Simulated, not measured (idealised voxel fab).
process module | voxel double patterning
It is cross-section cut that appears here, measuring 210 nm in width, its square cells being 5 nm in size.
This document writes a cross-section as a grid whose cells are square, and gives it as bands, listed from the top down; one or more rows of cells form a band. Band: top height; bottom height; in nm. Then, left to right: material with width in nm, for each material. "all across": a single material spanning edge to edge. "empty": empty space. It should be noted that heights are counted from 0, beneath which the wafer as supplied is of one material throughout, and that the lowest band possesses no lower boundary but continues downward, as written in "0..down". The two numbers in a width such as "30..40" mark its ends across the band: the first belongs to the top row of cells, the second to the bottom row, and from each row to the next the width moves by the same amount. Any step labelled "nothing different" changed none of the cells in the cross-section. Basically, "Trapped void list" tells you about the enclosed voids: empty spaces with no open way to the top, 8 cells or bigger, each written width x height at distance, where distance is from the left edge, all in nm. Where a step's line continues beyond its settings, the continuation is a remark by the simulator itself on that step. If you see "overlay nm" on a step's line and that step has a mask, it's telling you how far right of where it was planned the mask ended up; a negative number means it went left instead.
Steps in the process plan:
| 1 | RECEIVE [material Si] |
| 2 | CONFORMAL_DEP [material SiO2] [thk nm 10] |
| 3 | DIRECTIONAL_DEP [material polySi] [thk nm 10] |
| 4 | DIRECTIONAL_DEP [material SiN] [thk nm 5] |
| 5 | PATTERN [tone open] [mask id FIRST] [material resist] [width nm 15] [pitch nm 50] [thk nm 15] [overlay nm 0] |
| 6 | DIRECTIONAL_ETCH [etch materials SiN] [depth nm 5] |
| 7 | STRIP [etch materials resist] |
| 8 | DIRECTIONAL_DEP [material aC] [thk nm 10] |
| 9 | PATTERN [tone open] [mask id SECOND] [material resist] [width nm 15] [pitch nm 50] [thk nm 25] [overlay nm 0] |
| 10 | DIRECTIONAL_ETCH [etch materials aC] [depth nm 10] |
| 11 | STRIP [etch materials resist] |
| 12 | DIRECTIONAL_ETCH [etch materials SiN] [depth nm 5] |
| 13 | STRIP [etch materials aC] |
| 14 | DIRECTIONAL_ETCH [etch materials polySi] [depth nm 10] |
| 15 | STRIP [etch materials SiN] |
As-received state of the wafer in cross-section, equivalent to post-step 1:
> 0..down | Si all across
> Trapped void list: none
Cross-sectional image of the first of two wafers at the end of the module, the run having proceeded as planned:
> 20..10 | polySi 45 / empty 15 / polySi 10 / empty 15 / polySi 10 / empty 15 / polySi 10 / empty 15 / polySi 10 / empty 15 / polySi 50
> 10..0 | SiO2 all across
> 0..down | Si all across
> Trapped void list: none
Cross-section at end of module for the second wafer of two, which matched the first in starting point and plan and differed by one mistake in its processing:
> 10..0 | polySi 45 / empty 15 / polySi 10 / empty 15 / polySi 10 / empty 15 / polySi 10 / empty 15 / polySi 10 / empty 15 / polySi 50
> 0..down | Si all across
> Trapped void list: none
What was done differently from what was planned? execution of step 2 of the plan did not take place, the step having been omitted
Once processing is complete, comparing cell counts shows that the second wafer has more or fewer of certain materials than the first: 84 fewer of SiO2
